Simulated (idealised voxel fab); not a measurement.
Proc. module: voxel air gaps
In the cross-section labelled cut, the width is 205 nm and each square cell is 5 nm.
A cross-section is written here as square cells arranged in a grid, and it is given in bands from the top down, each band taking up one or more rows of cells.
Band: top and bottom heights (nm) first, top before bottom; then materials from left to right, widths in nm. "all across" marks a sole material filling the band edge to edge. "blank" denotes empty space.
Heights are measured from 0, the level below which the as-received wafer is all one material; the lowest band has no bottom and continues downward, written as in "0 -> down".
Top row gets the first number, bottom row gets the second, and each row in between changes by the same step: that is how a band width like "30 to 40" works.
"all unchanged" (step): cross-section cells unchanged, all of them.
In the "Closed cavity list" entry, you get each enclosed empty space of 8 cells or more, one with no open way to the top, written width x height at distance, distance from the left edge, in nm.
Where a step's line continues beyond its settings, the continuation is a remark by the simulator itself on that step.
Each step line may optionally specify "overlay nm", which for a step with a mask gives the rightward distance between the mask's planned place and where it lay, a negative value indicating the leftward direction.
## List of planned process steps
- 1: op RECEIVE | material Si
- 2: op CONFORMAL_DEP | material SiO2 | thk nm 10
- 3: op CONFORMAL_DEP | material SiN | thk nm 5
- 4: op DIRECTIONAL_DEP | material SiO2 | thk nm 35
- 5: op PATTERN | tone open | mask id LINES | material resist | width nm 25 | pitch nm 55 | thk nm 20 | overlay nm 0
- 6: op DIRECTIONAL_ETCH | etch materials SiO2 | depth nm 35
- 7: op STRIP | etch materials resist
- 8: op CONFORMAL_DEP | material TiN | thk nm 5
- 9: op FILL_DEP | material Ru | thk nm 5
- 10: op CMP | height nm 50
- 11: op EPI | material Ru | thk nm 10
- 12: op SELECTIVE_ETCH | etch materials SiO2 | depth nm 45
- 13: op CONFORMAL_DEP | material SiCN | thk nm 5
## Of two wafers, the first: run according to plan
## Wafer cross-section on receipt, i.e. after step 1
0 -> down | Si all across
Closed cavity list: none
## The following cross-section depicts the wafer upon completion of step 2
10 -> 0 | SiO2 all across
Whatever lies below 0 is exactly as it was before.
## The following cross-section depicts the wafer upon completion of step 3
15 -> 10 | SiN all across
Whatever lies below 10 is exactly as it was before.
## The following cross-section depicts the wafer upon completion of step 4
50 -> 15 | SiO2 all across
Whatever lies below 15 is exactly as it was before.
## The following cross-section depicts the wafer upon completion of step 5
70 -> 50 | resist 35, blank 25, resist 30, blank 25, resist 30, blank 25, resist 35
Whatever lies below 50 is exactly as it was before.
## The following cross-section depicts the wafer upon completion of step 6
70 -> 50 | resist 35, blank 25, resist 30, blank 25, resist 30, blank 25, resist 35
50 -> 15 | SiO2 35, blank 25, SiO2 30, blank 25, SiO2 30, blank 25, SiO2 35
Whatever lies below 15 is exactly as it was before.
## The following cross-section depicts the wafer upon completion of step 7
50 -> 15 | SiO2 35, blank 25, SiO2 30, blank 25, SiO2 30, blank 25, SiO2 35
Whatever lies below 15 is exactly as it was before.
## The following cross-section depicts the wafer upon completion of step 8
55 -> 50 | TiN 40, blank 15, TiN 40, blank 15, TiN 40, blank 15, TiN 40
50 -> 20 | SiO2 35, TiN 5, blank 15, TiN 5, SiO2 30, TiN 5, blank 15, TiN 5, SiO2 30, TiN 5, blank 15, TiN 5, SiO2 35
20 -> 15 | SiO2 35, TiN 25, SiO2 30, TiN 25, SiO2 30, TiN 25, SiO2 35
Whatever lies below 15 is exactly as it was before.
## The following cross-section depicts the wafer upon completion of step 9
60 -> 55 | Ru all across
55 -> 50 | TiN 40, Ru 15, TiN 40, Ru 15, TiN 40, Ru 15, TiN 40
50 -> 20 | SiO2 35, TiN 5, Ru 15, TiN 5, SiO2 30, TiN 5, Ru 15, TiN 5, SiO2 30, TiN 5, Ru 15, TiN 5, SiO2 35
Whatever lies below 20 is exactly as it was before.
## The following cross-section depicts the wafer upon completion of step 10
50 -> 20 | SiO2 35, TiN 5, Ru 15, TiN 5, SiO2 30, TiN 5, Ru 15, TiN 5, SiO2 30, TiN 5, Ru 15, TiN 5, SiO2 35
Whatever lies below 20 is exactly as it was before.
## The following cross-section depicts the wafer upon completion of step 11
60 -> 50 | blank 25, Ru 45, blank 10, Ru 45, blank 10, Ru 45, blank 25
Whatever lies below 50 is exactly as it was before.
## The following cross-section depicts the wafer upon completion of step 12
60 -> 50 | blank 25, Ru 45, blank 10, Ru 45, blank 10, Ru 45, blank 25
50 -> 20 | blank 35, TiN 5, Ru 15, TiN 5, blank 30, TiN 5, Ru 15, TiN 5, blank 30, TiN 5, Ru 15, TiN 5, blank 35
20 -> 15 | blank 35, TiN 25, blank 30, TiN 25, blank 30, TiN 25, blank 35
Whatever lies below 15 is exactly as it was before.
## The following cross-section depicts the wafer upon completion of step 13
65 -> 60 | blank 20, SiCN 165, blank 20
60 -> 50 | blank 20, SiCN 5, Ru 45, SiCN 10, Ru 45, SiCN 10, Ru 45, SiCN 5, blank 20
50 -> 45 | blank 20, SiCN 15, TiN 5, Ru 15, TiN 5, SiCN 30, TiN 5, Ru 15, TiN 5, SiCN 30, TiN 5, Ru 15, TiN 5, SiCN 15, blank 20
45 -> 20 | blank 30, SiCN 5, TiN 5, Ru 15, TiN 5, SiCN 5, blank 20, SiCN 5, TiN 5, Ru 15, TiN 5, SiCN 5, blank 20, SiCN 5, TiN 5, Ru 15, TiN 5, SiCN 5, blank 30
20 -> 15 | SiCN 35, TiN 25, SiCN 30, TiN 25, SiCN 30, TiN 25, SiCN 35
Whatever lies below 15 is exactly as it was before.
Closed cavity list: 20 x 25 at 65; 20 x 25 at 120
## Second wafer: same start and same plan as the first, one execution error; identical to the first through step 1
## At the planned end of step 2, the second wafer in cross-section
5 -> 0 | SiO2 all across
Whatever lies below 0 is exactly as it was before.
## At the planned end of step 3, the second wafer in cross-section
10 -> 5 | SiN all across
Whatever lies below 5 is exactly as it was before.
## At the planned end of step 4, the second wafer in cross-section
45 -> 10 | SiO2 all across
Whatever lies below 10 is exactly as it was before.
## At the planned end of step 5, the second wafer in cross-section
65 -> 45 | resist 35, blank 25, resist 30, blank 25, resist 30, blank 25, resist 35
Whatever lies below 45 is exactly as it was before.
## At the planned end of step 6, the second wafer in cross-section
65 -> 45 | resist 35, blank 25, resist 30, blank 25, resist 30, blank 25, resist 35
45 -> 10 | SiO2 35, blank 25, SiO2 30, blank 25, SiO2 30, blank 25, SiO2 35
Whatever lies below 10 is exactly as it was before.
## At the planned end of step 7, the second wafer in cross-section
45 -> 10 | SiO2 35, blank 25, SiO2 30, blank 25, SiO2 30, blank 25, SiO2 35
Whatever lies below 10 is exactly as it was before.
## At the planned end of step 8, the second wafer in cross-section
50 -> 45 | TiN 40, blank 15, TiN 40, blank 15, TiN 40, blank 15, TiN 40
45 -> 15 | SiO2 35, TiN 5, blank 15, TiN 5, SiO2 30, TiN 5, blank 15, TiN 5, SiO2 30, TiN 5, blank 15, TiN 5, SiO2 35
15 -> 10 | SiO2 35, TiN 25, SiO2 30, TiN 25, SiO2 30, TiN 25, SiO2 35
Whatever lies below 10 is exactly as it was before.
## At the planned end of step 9, the second wafer in cross-section
55 -> 50 | Ru all across
50 -> 45 | TiN 40, Ru 15, TiN 40, Ru 15, TiN 40, Ru 15, TiN 40
45 -> 15 | SiO2 35, TiN 5, Ru 15, TiN 5, SiO2 30, TiN 5, Ru 15, TiN 5, SiO2 30, TiN 5, Ru 15, TiN 5, SiO2 35
Whatever lies below 15 is exactly as it was before.
## At the planned end of step 10, the second wafer in cross-section
50 -> 45 | TiN 40, Ru 15, TiN 40, Ru 15, TiN 40, Ru 15, TiN 40
Whatever lies below 45 is exactly as it was before.
## At the planned end of step 11, the second wafer in cross-section
60 -> 50 | Ru all across
Whatever lies below 50 is exactly as it was before.
At the planned end of step 12, the second wafer in cross-section: all unchanged
## At the planned end of step 13, the second wafer in cross-section
65 -> 60 | SiCN all across
Whatever lies below 60 is exactly as it was before.
In executing the process, a mistake was made relative to the plan: step 2 ran with different settings than intended, the actual operation and settings being op CONFORMAL_DEP | material SiO2 | thk nm 5
Final wafer comparison in cells, second versus first, more or fewer per material: Ru: 37 more | SiCN: 78 fewer | SiO2: 141 more | TiN: 32 more
Note - end result: 2 closed voids (first wafer), 0 closed voids (second wafer).
